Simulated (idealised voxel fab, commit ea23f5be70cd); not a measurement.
This is a process module. Its name is voxel double patterning.
The figure presents cross-section cut, which has a width of 175 nm and is divided into square cells with an edge length of 5 nm.
When this document writes out a cross-section, it uses a grid of square cells and lists it as bands, beginning at the top and moving down, with a band standing for one or more rows of cells.
Look at the band entry: it leads with the top's height and the bottom's height in nm. Then it lists the materials left to right, with a width in nm for each. The word "all across" on a single material says that material fills the band edge to edge. The word "empty" is empty space.
Where do heights start? At 0: under that level the wafer as delivered is made of one material only. And the lowest band has no floor; it just carries on downward, as in "0 -> down".
Note: "30->40" means the width goes from the first number (top row of the band) to the second number (bottom row) in equal steps per row of cells.
Where a step carries "no change occurred", the cross-section came out of it unchanged, cell for cell.
"Closed void entries" enumerates empty spaces isolated from the top, with no open way to it, that contain at least 8 cells, giving each as width x height at distance from the left edge, all three in nm.
Post-settings text on a step line: simulator's own remark regarding the step.
overlay nm: mask offset rightward from planned place, masked step; negative means leftward offset.

Planned step list for the process:
- 1: RECEIVE: material Si
- 2: CONFORMAL_DEP: material SiN, thk nm 10
- 3: DIRECTIONAL_DEP: material SiO2, thk nm 10
- 4: DIRECTIONAL_DEP: material SiCN, thk nm 5
- 5: DIRECTIONAL_DEP: material aC, thk nm 10
- 6: PATTERN: tone open, mask id FIRST, material resist, width nm 15, pitch nm 50, thk nm 30, overlay nm 0
- 7: DIRECTIONAL_ETCH: etch materials aC, depth nm 10
- 8: STRIP: etch materials resist
- 9: DIRECTIONAL_ETCH: etch materials SiCN, depth nm 5
- 10: STRIP: etch materials aC
- 11: MASKED_ETCH: tone open, mask id SECOND, width nm 15, etch materials SiCN, depth nm 5, overlay nm 0
- 12: DIRECTIONAL_ETCH: etch materials SiO2, depth nm 10
- 13: STRIP: etch materials SiCN

First of two wafers, with the run carried out as planned:

Cross-section, incoming material, after step 1:
  0 -> down: Si all across
  Closed void entries: none

Step 2 complete: cross-section through the wafer:
  10 -> 0: SiN all across
  Nothing below the height 0 has changed.

Step 3 complete: cross-section through the wafer:
  20 -> 10: SiO2 all across
  Nothing below the height 10 has changed.

Step 4 complete: cross-section through the wafer:
  25 -> 20: SiCN all across
  Nothing below the height 20 has changed.

Step 5 complete: cross-section through the wafer:
  35 -> 25: aC all across
  Nothing below the height 25 has changed.

Step 6 complete: cross-section through the wafer:
  65 -> 35: resist 55 nm, then empty 15 nm, then resist 35 nm, then empty 15 nm, then resist 55 nm
  Nothing below the height 35 has changed.

Step 7 complete: cross-section through the wafer:
  55 -> 35: resist 55 nm, then empty 15 nm, then resist 35 nm, then empty 15 nm, then resist 55 nm
  35 -> 25: aC 55 nm, then empty 15 nm, then aC 35 nm, then empty 15 nm, then aC 55 nm
  Nothing below the height 25 has changed.

Step 8 complete: cross-section through the wafer:
  35 -> 25: aC 55 nm, then empty 15 nm, then aC 35 nm, then empty 15 nm, then aC 55 nm
  Nothing below the height 25 has changed.

Step 9 complete: cross-section through the wafer:
  35 -> 25: aC 55 nm, then empty 15 nm, then aC 35 nm, then empty 15 nm, then aC 55 nm
  25 -> 20: SiCN 55 nm, then empty 15 nm, then SiCN 35 nm, then empty 15 nm, then SiCN 55 nm
  Nothing below the height 20 has changed.

Step 10 complete: cross-section through the wafer:
  25 -> 20: SiCN 55 nm, then empty 15 nm, then SiCN 35 nm, then empty 15 nm, then SiCN 55 nm
  Nothing below the height 20 has changed.

Step 11 complete: cross-section through the wafer:
  25 -> 20: SiCN 55 nm, then empty 15 nm, then SiCN 10 nm, then empty 15 nm, then SiCN 10 nm, then empty 15 nm, then SiCN 55 nm
  Nothing below the height 20 has changed.

Step 12 complete: cross-section through the wafer:
  25 -> 20: SiCN 55 nm, then empty 15 nm, then SiCN 10 nm, then empty 15 nm, then SiCN 10 nm, then empty 15 nm, then SiCN 55 nm
  20 -> 10: SiO2 55 nm, then empty 15 nm, then SiO2 10 nm, then empty 15 nm, then SiO2 10 nm, then empty 15 nm, then SiO2 55 nm
  Nothing below the height 10 has changed.

Step 13 complete: cross-section through the wafer:
  20 -> 10: SiO2 55 nm, then empty 15 nm, then SiO2 10 nm, then empty 15 nm, then SiO2 10 nm, then empty 15 nm, then SiO2 55 nm
  Nothing below the height 10 has changed.

Second wafer - shared start and plan with the first - one error in running - same as the first up to step 5 inclusive:

What the second wafer looks like in cross-section when step 6 should have wrapped up:
  65 -> 35: resist 55 nm, then empty 20 nm, then resist 30 nm, then empty 20 nm, then resist 50 nm
  Nothing below the height 35 has changed.

What the second wafer looks like in cross-section when step 7 should have wrapped up:
  55 -> 35: resist 55 nm, then empty 20 nm, then resist 30 nm, then empty 20 nm, then resist 50 nm
  35 -> 25: aC 55 nm, then empty 20 nm, then aC 30 nm, then empty 20 nm, then aC 50 nm
  Nothing below the height 25 has changed.

What the second wafer looks like in cross-section when step 8 should have wrapped up:
  35 -> 25: aC 55 nm, then empty 20 nm, then aC 30 nm, then empty 20 nm, then aC 50 nm
  Nothing below the height 25 has changed.

What the second wafer looks like in cross-section when step 9 should have wrapped up:
  35 -> 25: aC 55 nm, then empty 20 nm, then aC 30 nm, then empty 20 nm, then aC 50 nm
  25 -> 20: SiCN 55 nm, then empty 20 nm, then SiCN 30 nm, then empty 20 nm, then SiCN 50 nm
  Nothing below the height 20 has changed.

What the second wafer looks like in cross-section when step 10 should have wrapped up:
  25 -> 20: SiCN 55 nm, then empty 20 nm, then SiCN 30 nm, then empty 20 nm, then SiCN 50 nm
  Nothing below the height 20 has changed.

What the second wafer looks like in cross-section when step 11 should have wrapped up:
  25 -> 20: SiCN 55 nm, then empty 20 nm, then SiCN 5 nm, then empty 15 nm, then SiCN 10 nm, then empty 20 nm, then SiCN 50 nm
  Nothing below the height 20 has changed.

What the second wafer looks like in cross-section when step 12 should have wrapped up:
  25 -> 20: SiCN 55 nm, then empty 20 nm, then SiCN 5 nm, then empty 15 nm, then SiCN 10 nm, then empty 20 nm, then SiCN 50 nm
  20 -> 10: SiO2 55 nm, then empty 20 nm, then SiO2 5 nm, then empty 15 nm, then SiO2 10 nm, then empty 20 nm, then SiO2 50 nm
  Nothing below the height 10 has changed.

What the second wafer looks like in cross-section when step 13 should have wrapped up:
  20 -> 10: SiO2 55 nm, then empty 20 nm, then SiO2 5 nm, then empty 15 nm, then SiO2 10 nm, then empty 20 nm, then SiO2 50 nm
  Nothing below the height 10 has changed.
Run error: rather than as planned, step 6 actually ran as PATTERN: tone open, mask id FIRST, material resist, width nm 20, pitch nm 50, thk nm 30, overlay nm 0
End check, counted in cells, second wafer has more or fewer of these materials than the first: -4 SiO2
